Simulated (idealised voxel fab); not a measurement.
process module | voxel plated lines
Cross-section cut: width 180 nm, square cells of 5 nm.
Reading order for cross-sections: top band down to bottom band. Underlying form: a grid of square cells. Band size: one or more rows of cells. Per band: top height and bottom height in nm, followed by the left-to-right materials and their widths in nm; "edge to edge" marks a single material spanning edge to edge, "blank" marks empty space. The level at which height equals 0 is the one under which the wafer, as it arrives, is entirely one material. No lower edge exists for the bottom band, which continues downward and is notated as in "0 down". Think of "30 to 40" as a width that walks from the first number to the second as you go down the band, top row to bottom row, taking equal-sized steps from row to row. For the purposes of this document, the phrase "left unchanged" attached to a step denotes that no cell within the cross-section was modified by that step. Any empty space of 8 cells or more lacking an open way to the top shows up in "Enclosed internal voids" as width x height at distance, distance from the left edge, in nm. On a step's line, text after the settings is the simulator commenting on that step. For masked steps, "overlay nm" on the step line gives how far right of plan the mask actually lay; a minus sign means it lay to the left.

## Below is the list of planned process steps
- 1: RECEIVE: material Si
- 2: CONFORMAL_DEP: material SiO2, thk nm 15
- 3: DIRECTIONAL_DEP: material TiN, thk nm 5
- 4: PATTERN: tone open, mask id LINES, material resist, width nm 15, pitch nm 30, thk nm 20, overlay nm 0
- 5: EPI: material Ru, thk nm 5
- 6: STRIP: etch materials resist
- 7: DIRECTIONAL_ETCH: etch materials TiN, depth nm 5
- 8: CONFORMAL_DEP: material SiO2, thk nm 5

## As received (post step 1): cross-section
    0 down: Si edge to edge
    Enclosed internal voids: none

## What the wafer looks like in cross-section after this module, when it starts as shown above and follows the plan above but one mistake is made in running it
    25 to 20: blank (60); SiO2 (25); blank (5); SiO2 (25); blank (65)
    20 to 15: blank (60); SiO2 (5); Ru (15); SiO2 (5); blank (5); SiO2 (5); Ru (15); SiO2 (5); blank (65)
    15 to 10: SiO2 (65); TiN (15); SiO2 (15); TiN (15); SiO2 (70)
    10 to 0: SiO2 edge to edge
    0 down: Si edge to edge
    Enclosed internal voids: none
Plan not followed: step 2 did not use the planned setting and instead ran as CONFORMAL_DEP: material SiO2, thk nm 10
